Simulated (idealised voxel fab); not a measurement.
Process module, titled voxel tone inversion
The figure presents cross-section cut, which has a width of 160 nm and is divided into square cells with an edge length of 5 nm.
Cross-section spec: square-cell grid; bands listed top down; each band is one or more rows. Basically the band line says how high the top is and how high the bottom is, in nm, and then what's in it from left to right, every material with its width in nm. Empty space shows up as "blank", and if a single material carries "everywhere" it runs the full band edge to edge. A quick word on heights: they are counted from 0, and under that level the wafer as it came to us is one material throughout. The lowest band is different from the rest in having no bottom; it simply continues downward, written as in "0 nm and below". The two numbers in a width such as "30..40" mark its ends across the band: the first belongs to the top row of cells, the second to the bottom row, and from each row to the next the width moves by the same amount. "no modifications", as given for a step, is the statement that not any cell of the cross-section underwent a change during that step. The label "Trapped void list" introduces a list of the empty spaces, 8 cells or larger, that have no open way up to the top; each entry in it reads width x height at distance, where the distance is taken from the left edge and all three are stated in nm. If you see something after the settings on a step's line, that's the simulator's own remark about that step. "overlay nm" denotes, for a step that has a mask, the displacement of the mask to the right of its planned place, with negative values corresponding to the left.
# The following list gives the planned process steps
| 1 | RECEIVE: material Si |
| 2 | CONFORMAL_DEP: material SiCN, thk nm 5 |
| 3 | DIRECTIONAL_DEP: material aC, thk nm 25 |
| 4 | PATTERN: tone cover, mask id POSTS, material resist, width nm 25, pitch nm 40, thk nm 30, overlay nm 0 |
| 5 | DIRECTIONAL_ETCH: etch materials aC, depth nm 25 |
| 6 | STRIP: etch materials resist |
| 7 | FILL_DEP: material SiO2, thk nm 5 |
| 8 | CMP: height nm 30 |
| 9 | STRIP: etch materials aC |
# So this is the incoming wafer in cross-section - it's already been through step 1
> 0 nm and below  Si everywhere
> Trapped void list: none
# End-of-module cross-section. Starting structure and process plan as above; one mistake made in running it
> 30 nm to 5 nm  blank (25), then aC (25), then blank (15), then aC (25), then blank (15), then aC (25), then blank (30)
> 5 nm to 0 nm  SiCN everywhere
> 0 nm and below  Si everywhere
> Trapped void list: none
Deviation noted in wafer processing: step 9 went in with a setting other than planned; the actual run was STRIP: etch materials SiO2
